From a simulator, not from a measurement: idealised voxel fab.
The document below concerns the process module designated voxel wiring stack.
Section cut is 155 nm wide and gridded with 5 nm square cells.
A cross-section is written here as square cells arranged in a grid, and it is given in bands from the top down, each band taking up one or more rows of cells. Band entry format. Leading values: height of top, height of bottom, nm. Remainder: materials in left-to-right order, each with its width in nm. Special words: "everywhere" on a single material, which then fills the band edge to edge; "blank", empty space. Height reference: 0 = level under which incoming wafer is all one material. Lowest band: no bottom, runs on downward, e.g. "0 nm and below". Graded width ("30 to 40"): value in top row of band = first number; value in bottom row = second number; row-to-row change constant. Basically "nothing was modified" means that step didn't change any cell in the cross-section. Voids not open to the top, 8 cells minimum: see "Fully closed voids". Written width x height at distance; distance is from the left edge; nm. after a step's settings: what the simulator itself notes on the step. If you see "overlay nm" on a step's line and that step has a mask, it's telling you how far right of where it was planned the mask ended up; a negative number means it went left instead.
SET OUT BELOW ARE THE PLANNED STEPS OF THE PROCESS
1,RECEIVE [material Si]
2,CONFORMAL_DEP [material SiO2] [thk nm 15]
3,DIRECTIONAL_DEP [material TiN] [thk nm 5]
4,DIRECTIONAL_DEP [material W] [thk nm 15]
5,MASKED_ETCH [tone cover] [mask id METAL_1] [width nm 20] [pitch nm 45] [etch materials W] [depth nm 15] [overlay nm 0]
6,MASKED_ETCH [tone cover] [mask id METAL_1] [width nm 20] [pitch nm 45] [etch materials TiN] [depth nm 5] [overlay nm 0]
7,CONFORMAL_DEP [material SiN] [thk nm 5]
8,FILL_DEP [material lowk] [thk nm 5]
9,CMP [height nm 35]
10,CONFORMAL_DEP [material SiCN] [thk nm 5]
11,DIRECTIONAL_DEP [material lowk] [thk nm 15]
12,PATTERN [tone open] [mask id PLUG_1] [material resist] [width nm 15] [pitch nm 90] [thk nm 15] [overlay nm 0]
13,DIRECTIONAL_ETCH [etch materials lowk] [depth nm 15]
14,DIRECTIONAL_ETCH [etch materials SiCN] [depth nm 5]
15,STRIP [etch materials resist]
16,CONFORMAL_DEP [material TiN] [thk nm 5]
17,FILL_DEP [material W] [thk nm 10]
18,CMP [height nm 55]
19,CONFORMAL_DEP [material SiN] [thk nm 5]
20,DIRECTIONAL_DEP [material SiO2] [thk nm 25]
21,DIRECTIONAL_DEP [material aC] [thk nm 15]
22,PATTERN [tone open] [mask id METAL_2] [material resist] [width nm 20] [pitch nm 45] [thk nm 30] [overlay nm 0]
23,DIRECTIONAL_ETCH [etch materials aC] [depth nm 15]
24,STRIP [etch materials resist]
25,DIRECTIONAL_ETCH [etch materials SiO2] [depth nm 25]
26,DIRECTIONAL_ETCH [etch materials SiN] [depth nm 5]
27,STRIP [etch materials aC]
28,CONFORMAL_DEP [material TiN] [thk nm 5]
29,FILL_DEP [material W] [thk nm 10]
30,CMP [height nm 85]
31,CONFORMAL_DEP [material SiCN] [thk nm 5]
32,DIRECTIONAL_DEP [material SiO2] [thk nm 20]
33,DIRECTIONAL_DEP [material aC] [thk nm 10]
34,PATTERN [tone open] [mask id PLUG_2] [material resist] [width nm 15] [pitch nm 90] [thk nm 30] [overlay nm 0]
35,DIRECTIONAL_ETCH [etch materials aC] [depth nm 10]
36,STRIP [etch materials resist]
37,DIRECTIONAL_ETCH [etch materials SiO2] [depth nm 20]
38,DIRECTIONAL_ETCH [etch materials SiCN] [depth nm 5]
39,STRIP [etch materials aC]
40,EPI [material Ru] [thk nm 10]
41,EPI [material Ru] [thk nm 10]
42,EPI [material Ru] [thk nm 5]
43,CONFORMAL_DEP [material SiN] [thk nm 5]
44,DIRECTIONAL_DEP [material lowk] [thk nm 25]
45,MASKED_ETCH [tone open] [mask id METAL_3] [width nm 20] [pitch nm 45] [etch materials lowk] [depth nm 25] [overlay nm 0]
46,MASKED_ETCH [tone open] [mask id METAL_3] [width nm 20] [pitch nm 45] [etch materials SiN] [depth nm 5] [overlay nm 0]
47,CONFORMAL_DEP [material TiN] [thk nm 5]
48,FILL_DEP [material Cu] [thk nm 10]
49,CMP [height nm 140]
50,CONFORMAL_DEP [material SiCN] [thk nm 5]
51,DIRECTIONAL_DEP [material lowk] [thk nm 10]
52,DIRECTIONAL_DEP [material aC] [thk nm 10]
53,PATTERN [tone open] [mask id PLUG_3] [material resist] [width nm 15] [pitch nm 45] [thk nm 25] [overlay nm 0]
54,DIRECTIONAL_ETCH [etch materials aC] [depth nm 10]
55,STRIP [etch materials resist]
56,DIRECTIONAL_ETCH [etch materials lowk] [depth nm 10]
57,DIRECTIONAL_ETCH [etch materials SiCN] [depth nm 5]
58,STRIP [etch materials aC]
59,CONFORMAL_DEP [material TiN] [thk nm 5]
60,FILL_DEP [material W] [thk nm 5]
61,CMP [height nm 155]
62,DIRECTIONAL_DEP [material TiN] [thk nm 5]
63,DIRECTIONAL_DEP [material W] [thk nm 15]
64,PATTERN [tone cover] [mask id METAL_4] [material resist] [width nm 20] [pitch nm 45] [thk nm 20] [overlay nm 0]
65,DIRECTIONAL_ETCH [etch materials W] [depth nm 15]
66,DIRECTIONAL_ETCH [etch materials TiN] [depth nm 5]
67,STRIP [etch materials resist]
68,CONFORMAL_DEP [material SiCN] [thk nm 5]
69,FILL_DEP [material lowk] [thk nm 5]
70,CMP [height nm 175]
71,CONFORMAL_DEP [material SiCN] [thk nm 5]
CROSS-SECTION OF THE WAFER UPON ARRIVAL, REPRESENTING THE STATE REACHED AFTER STEP 1
> 0 nm and below = Si everywhere
> Fully closed voids: none
LOOK AT THE CROSS-SECTION AFTER THE MODULE: THE WAFER STARTED OUT THE WAY SHOWN ABOVE AND THE PLAN WAS THE ONE SHOWN ABOVE, YET ONE MISTAKE WAS MADE ALONG THE WAY
> 180 nm to 175 nm = SiCN everywhere
> 175 nm to 160 nm = lowk 15 nm, then SiCN 5 nm, then W 20 nm, then SiCN 5 nm, then lowk 15 nm, then SiCN 5 nm, then W 20 nm, then SiCN 5 nm, then lowk 15 nm, then SiCN 5 nm, then W 20 nm, then SiCN 5 nm, then lowk 20 nm
> 160 nm to 155 nm = SiCN 20 nm, then TiN 20 nm, then SiCN 25 nm, then TiN 20 nm, then SiCN 25 nm, then TiN 20 nm, then SiCN 25 nm
> 155 nm to 145 nm = lowk 20 nm, then TiN 5 nm, then W 5 nm, then TiN 5 nm, then lowk 30 nm, then TiN 5 nm, then W 5 nm, then TiN 5 nm, then lowk 30 nm, then TiN 5 nm, then W 5 nm, then TiN 5 nm, then lowk 30 nm
> 145 nm to 140 nm = SiCN 20 nm, then TiN 15 nm, then SiCN 30 nm, then TiN 15 nm, then SiCN 30 nm, then TiN 15 nm, then SiCN 30 nm
> 140 nm to 135 nm = TiN 25 nm, then Cu 10 nm, then TiN 35 nm, then Cu 10 nm, then TiN 35 nm, then Cu 10 nm, then TiN 30 nm
> 135 nm to 115 nm = lowk 20 nm, then TiN 5 nm, then Cu 10 nm, then TiN 5 nm, then lowk 25 nm, then TiN 5 nm, then Cu 10 nm, then TiN 5 nm, then lowk 25 nm, then TiN 5 nm, then Cu 10 nm, then TiN 5 nm, then lowk 25 nm
> 115 nm to 110 nm = lowk 20 nm, then TiN 20 nm, then lowk 25 nm, then TiN 20 nm, then lowk 25 nm, then TiN 20 nm, then lowk 25 nm
> 110 nm to 90 nm = SiO2 20 nm, then Ru 15 nm, then SiO2 75 nm, then Ru 15 nm, then SiO2 30 nm
> 90 nm to 85 nm = SiCN 20 nm, then Ru 15 nm, then SiCN 75 nm, then Ru 15 nm, then SiCN 30 nm
> 85 nm to 60 nm = SiO2 20 nm, then TiN 5 nm, then W 10 nm, then TiN 5 nm, then SiO2 25 nm, then TiN 5 nm, then W 10 nm, then TiN 5 nm, then SiO2 25 nm, then TiN 5 nm, then W 10 nm, then TiN 5 nm, then SiO2 25 nm
> 60 nm to 55 nm = SiN 20 nm, then TiN 20 nm, then SiN 25 nm, then TiN 20 nm, then SiN 25 nm, then TiN 20 nm, then SiN 25 nm
> 55 nm to 40 nm = lowk 20 nm, then TiN 5 nm, then W 5 nm, then TiN 5 nm, then lowk 75 nm, then TiN 5 nm, then W 5 nm, then TiN 5 nm, then lowk 30 nm
> 40 nm to 35 nm = SiCN 20 nm, then TiN 15 nm, then SiCN 75 nm, then TiN 15 nm, then SiCN 30 nm
> 35 nm to 20 nm = lowk 15 nm, then SiN 5 nm, then W 20 nm, then SiN 5 nm, then lowk 15 nm, then SiN 5 nm, then W 20 nm, then SiN 5 nm, then lowk 15 nm, then SiN 5 nm, then W 20 nm, then SiN 5 nm, then lowk 20 nm
> 20 nm to 15 nm = SiN 20 nm, then TiN 20 nm, then SiN 25 nm, then TiN 20 nm, then SiN 25 nm, then TiN 20 nm, then SiN 25 nm
> 15 nm to 0 nm = SiO2 everywhere
> 0 nm and below = Si everywhere
> Fully closed voids: none
Which mistake was made when the wafer was run? heads up, step 43 of the plan was skipped and never actually ran
